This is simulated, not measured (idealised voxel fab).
Process module heading - voxel wiring stack
Square cells of 5 nm make up the cross-section cut, whose width is 290 nm.
When this document writes out a cross-section, it uses a grid of square cells and lists it as bands, beginning at the top and moving down, with a band standing for one or more rows of cells. It is stipulated that each band's entry specify, in nanometres, the height of the top of the band and then that of its bottom, followed by the materials of the band in left-to-right sequence, each together with its width in nanometres. A single material marked by the word "full width" is understood to fill the band from edge to edge; the word "blank" is understood to denote empty space. Heights are measured from 0, the level below which the as-received wafer is all one material; the lowest band has no bottom and continues downward, written as in "from 0 down". A two-number width, for instance "30 to 40", indicates that the width is equal to the first number in the top row of the band and to the second number in the bottom row, and that it changes by a constant amount per row of cells. Take "nothing changed" at face value: in the step it is given for, the cross-section changed in none of its cells. Entry "Sealed-off cavities" = empty spaces >= 8 cells with no open way to the top; each as width x height at distance, distance from left edge, all nm. Past the settings on a step's line: simulator remark, on that step. "overlay nm" denotes, for a step that has a mask, the displacement of the mask to the right of its planned place, with negative values corresponding to the left.
# Process steps - plan
1: op RECEIVE | material Si
2: op CONFORMAL_DEP | material SiO2 | thk nm 15
3: op CONFORMAL_DEP | material SiCN | thk nm 5
4: op DIRECTIONAL_DEP | material SiO2 | thk nm 20
5: op PATTERN | tone open | mask id METAL_1 | material resist | width nm 30 | pitch nm 50 | thk nm 15 | overlay nm 0
6: op DIRECTIONAL_ETCH | etch materials SiO2 | depth nm 20
7: op DIRECTIONAL_ETCH | etch materials SiCN | depth nm 5
8: op STRIP | etch materials resist
9: op CONFORMAL_DEP | material TiN | thk nm 5
10: op FILL_DEP | material Cu | thk nm 5
11: op CMP | height nm 40
12: op EPI | material Ru | thk nm 5
13: op FILL_DEP | material SiCN | thk nm 5
14: op DIRECTIONAL_DEP | material lowk | thk nm 20
15: op DIRECTIONAL_DEP | material aC | thk nm 15
16: op PATTERN | tone open | mask id PLUG_1 | material resist | width nm 15 | pitch nm 50 | thk nm 35 | overlay nm 0
17: op DIRECTIONAL_ETCH | etch materials aC | depth nm 15
18: op STRIP | etch materials resist
19: op DIRECTIONAL_ETCH | etch materials lowk | depth nm 20
20: op DIRECTIONAL_ETCH | etch materials SiCN | depth nm 5
21: op STRIP | etch materials aC
22: op CONFORMAL_DEP | material TiN | thk nm 5
23: op FILL_DEP | material Ru | thk nm 5
24: op CMP | height nm 70
25: op CONFORMAL_DEP | material SiN | thk nm 5
26: op DIRECTIONAL_DEP | material lowk | thk nm 15
27: op MASKED_ETCH | tone open | mask id METAL_2 | width nm 30 | pitch nm 50 | etch materials lowk | depth nm 15 | overlay nm 0
28: op MASKED_ETCH | tone open | mask id METAL_2 | width nm 30 | pitch nm 50 | etch materials SiN | depth nm 5 | overlay nm 0
29: op CONFORMAL_DEP | material TiN | thk nm 5
30: op FILL_DEP | material Cu | thk nm 10
31: op CMP | height nm 90
32: op CONFORMAL_DEP | material SiCN | thk nm 5
# As received (post step 1): cross-section
from 0 down  Si full width
Sealed-off cavities: none
# The first of two wafers, cross-sectioned at the end of the module, with the run proceeding as planned
from 95 to 90  SiCN full width
from 90 to 75  lowk 55 | TiN 5 | Cu 20 | TiN 5 | lowk 20 | TiN 5 | Cu 20 | TiN 5 | lowk 20 | TiN 5 | Cu 20 | TiN 5 | lowk 20 | TiN 5 | Cu 20 | TiN 5 | lowk 55
from 75 to 70  SiN 55 | TiN 30 | SiN 20 | TiN 30 | SiN 20 | TiN 30 | SiN 20 | TiN 30 | SiN 55
from 70 to 50  lowk 55 | TiN 5 | Ru 5 | TiN 5 | lowk 35 | TiN 5 | Ru 5 | TiN 5 | lowk 35 | TiN 5 | Ru 5 | TiN 5 | lowk 35 | TiN 5 | Ru 5 | TiN 5 | lowk 70
from 50 to 45  SiCN 55 | TiN 15 | SiCN 35 | TiN 15 | SiCN 35 | TiN 15 | SiCN 35 | TiN 15 | SiCN 70
from 45 to 40  SiCN 50 | Ru 40 | SiCN 10 | Ru 40 | SiCN 10 | Ru 40 | SiCN 10 | Ru 40 | SiCN 50
from 40 to 20  SiO2 55 | TiN 5 | Cu 20 | TiN 5 | SiO2 20 | TiN 5 | Cu 20 | TiN 5 | SiO2 20 | TiN 5 | Cu 20 | TiN 5 | SiO2 20 | TiN 5 | Cu 20 | TiN 5 | SiO2 55
from 20 to 15  SiCN 55 | TiN 30 | SiCN 20 | TiN 30 | SiCN 20 | TiN 30 | SiCN 20 | TiN 30 | SiCN 55
from 15 to 0  SiO2 full width
from 0 down  Si full width
Sealed-off cavities: none
# Module end: cross-section of wafer two of two. Same start and process plan as the first wafer. One mistake during execution
from 95 to 90  SiCN full width
from 90 to 75  lowk 55 | TiN 5 | Cu 20 | TiN 5 | lowk 20 | TiN 5 | Cu 20 | TiN 5 | lowk 20 | TiN 5 | Cu 20 | TiN 5 | lowk 20 | TiN 5 | Cu 20 | TiN 5 | lowk 55
from 75 to 70  SiN 55 | TiN 30 | SiN 20 | TiN 30 | SiN 20 | TiN 30 | SiN 20 | TiN 30 | SiN 55
from 70 to 50  lowk 55 | TiN 5 | Ru 5 | TiN 5 | lowk 35 | TiN 5 | Ru 5 | TiN 5 | lowk 35 | TiN 5 | Ru 5 | TiN 5 | lowk 35 | TiN 5 | Ru 5 | TiN 5 | lowk 70
from 50 to 45  SiCN 55 | TiN 15 | SiCN 35 | TiN 15 | SiCN 35 | TiN 15 | SiCN 35 | TiN 15 | SiCN 70
from 45 to 40  Ru 60 | SiCN 20 | Ru 30 | SiCN 20 | Ru 30 | SiCN 20 | Ru 30 | SiCN 20 | Ru 60
from 40 to 20  Cu 50 | TiN 5 | SiO2 30 | TiN 5 | Cu 10 | TiN 5 | SiO2 30 | TiN 5 | Cu 10 | TiN 5 | SiO2 30 | TiN 5 | Cu 10 | TiN 5 | SiO2 30 | TiN 5 | Cu 50
from 20 to 15  TiN 55 | SiCN 30 | TiN 20 | SiCN 30 | TiN 20 | SiCN 30 | TiN 20 | SiCN 30 | TiN 55
from 15 to 0  SiO2 full width
from 0 down  Si full width
Sealed-off cavities: none
Processing error: step 5 ran as: op PATTERN | tone cover | mask id METAL_1 | material resist | width nm 30 | pitch nm 50 | thk nm 15 | overlay nm 0
at the end the second wafer has, in cells: +40 Cu | +10 Ru | -20 SiCN | -40 SiO2 | +10 TiN
